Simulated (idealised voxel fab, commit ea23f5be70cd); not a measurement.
Process module, titled voxel capacitor over wiring
The cross-section shown here is cut; it is 245 nm wide and divided into square cells measuring 5 nm on a side.
A cross-section is a grid of square cells, given in bands from the top down. A band is one or more rows of cells. Per band: top height and bottom height in nm, followed by the left-to-right materials and their widths in nm; "everywhere" marks a single material spanning edge to edge, "empty" marks empty space. Ref level 0: as-received wafer is one material below here. Bottom band extends down with no lower bound ("from 0 down"). The notation "30..40" denotes a width that varies across the rows of cells in the band, beginning at the first number in the top row, finishing at the second number in the bottom row, and changing by an identical amount from each row to the next. "nothing got changed", as given for a step, is the statement that not any cell of the cross-section underwent a change during that step. This entry, "Enclosed voids", enumerates those empty regions of no fewer than 8 cells that possess no open connection to the top. Each region is reported in the form width x height at distance, the distance being taken from the left edge, with all three quantities expressed in nm. Past the settings on a step's line: simulator remark, on that step. When a step includes a mask, the "overlay nm" setting on its line states how far to the right of its planned place that mask lay, and negative values state how far to the left.
-- So here's the lineup of process steps we planned
1. RECEIVE (material Si)
2. CONFORMAL_DEP (material SiO2; thk nm 15)
3. CONFORMAL_DEP (material SiN; thk nm 5)
4. DIRECTIONAL_DEP (material SiO2; thk nm 25)
5. DIRECTIONAL_DEP (material aC; thk nm 10)
6. PATTERN (tone open; mask id METAL_1; material resist; width nm 30; pitch nm 95; thk nm 30; overlay nm 0)
7. DIRECTIONAL_ETCH (etch materials aC; depth nm 10)
8. STRIP (etch materials resist)
9. DIRECTIONAL_ETCH (etch materials SiO2; depth nm 25)
10. DIRECTIONAL_ETCH (etch materials SiN; depth nm 5)
11. STRIP (etch materials aC)
12. CONFORMAL_DEP (material TiN; thk nm 5)
13. FILL_DEP (material Cu; thk nm 10)
14. CMP (height nm 45)
15. CONFORMAL_DEP (material SiCN; thk nm 5)
16. DIRECTIONAL_DEP (material SiO2; thk nm 15)
17. PATTERN (tone open; mask id PLUG_1; material resist; width nm 15; thk nm 20; overlay nm 0)
18. DIRECTIONAL_ETCH (etch materials SiO2; depth nm 15)
19. DIRECTIONAL_ETCH (etch materials SiCN; depth nm 5)
20. STRIP (etch materials resist)
21. CONFORMAL_DEP (material TiN; thk nm 5)
22. FILL_DEP (material Cu; thk nm 10)
23. CMP (height nm 65)
24. DIRECTIONAL_DEP (material TiN; thk nm 10)
25. DIRECTIONAL_DEP (material HfO2; thk nm 5)
26. DIRECTIONAL_DEP (material TiN; thk nm 5)
27. PATTERN (tone cover; mask id UPPER_PLATE; material resist; width nm 70; thk nm 15; overlay nm 0)
28. DIRECTIONAL_ETCH (etch materials TiN; depth nm 5)
29. DIRECTIONAL_ETCH (etch materials HfO2; depth nm 5)
30. STRIP (etch materials resist)
31. DIRECTIONAL_DEP (material aC; thk nm 10)
32. PATTERN (tone cover; mask id LOWER_PLATE; material resist; width nm 80; thk nm 30; overlay nm 0)
33. DIRECTIONAL_ETCH (etch materials aC; depth nm 10)
34. STRIP (etch materials resist)
35. DIRECTIONAL_ETCH (etch materials TiN; depth nm 10)
36. STRIP (etch materials aC)
37. FILL_DEP (material SiO2; thk nm 15)
38. CMP (height nm 95)
39. DIRECTIONAL_DEP (material aC; thk nm 15)
40. PATTERN (tone open; mask id PLUG_2; material resist; width nm 15; thk nm 35; overlay nm 0)
41. DIRECTIONAL_ETCH (etch materials aC; depth nm 15)
42. STRIP (etch materials resist)
43. DIRECTIONAL_ETCH (etch materials SiO2; depth nm 10)
44. STRIP (etch materials aC)
45. CONFORMAL_DEP (material TiN; thk nm 5)
46. FILL_DEP (material W; thk nm 10)
47. CMP (height nm 95)
48. CONFORMAL_DEP (material SiN; thk nm 5)
-- Cross-section of the wafer at receipt, which is the condition after step 1
    from 0 down = Si everywhere
    Enclosed voids: none
-- Figure: cross-sectional view of the wafer upon completion of the module, processed from the initial state and according to the plan depicted above, with one error introduced during execution
    from 100 to 95 = SiN everywhere
    from 95 to 90 = SiO2 (85), then TiN (5), then W (5), then TiN (5), then SiO2 (145)
    from 90 to 80 = SiO2 (85..75), then TiN (15..65), then SiO2 (145..105)
    from 80 to 75 = SiO2 (75), then HfO2 (70), then SiO2 (100)
    from 75 to 65 = SiO2 (60), then TiN (85), then SiO2 (100)
    from 65 to 50 = SiO2 (75), then TiN (5), then Cu (5), then TiN (5), then SiO2 (155)
    from 50 to 45 = SiCN (75), then TiN (15), then SiCN (155)
    from 45 to 20 = SiO2 (60), then TiN (5), then Cu (20), then TiN (5), then SiO2 (65), then TiN (5), then Cu (20), then TiN (5), then SiO2 (60)
    from 20 to 15 = SiN (60), then TiN (30), then SiN (65), then TiN (30), then SiN (60)
    from 15 to 0 = SiO2 everywhere
    from 0 down = Si everywhere
    Enclosed voids: none
Which mistake was made when the wafer was run? contrary to plan, step 32 was performed as PATTERN (tone cover; mask id LOWER_PLATE; material resist; width nm 80; thk nm 30; overlay nm -10)
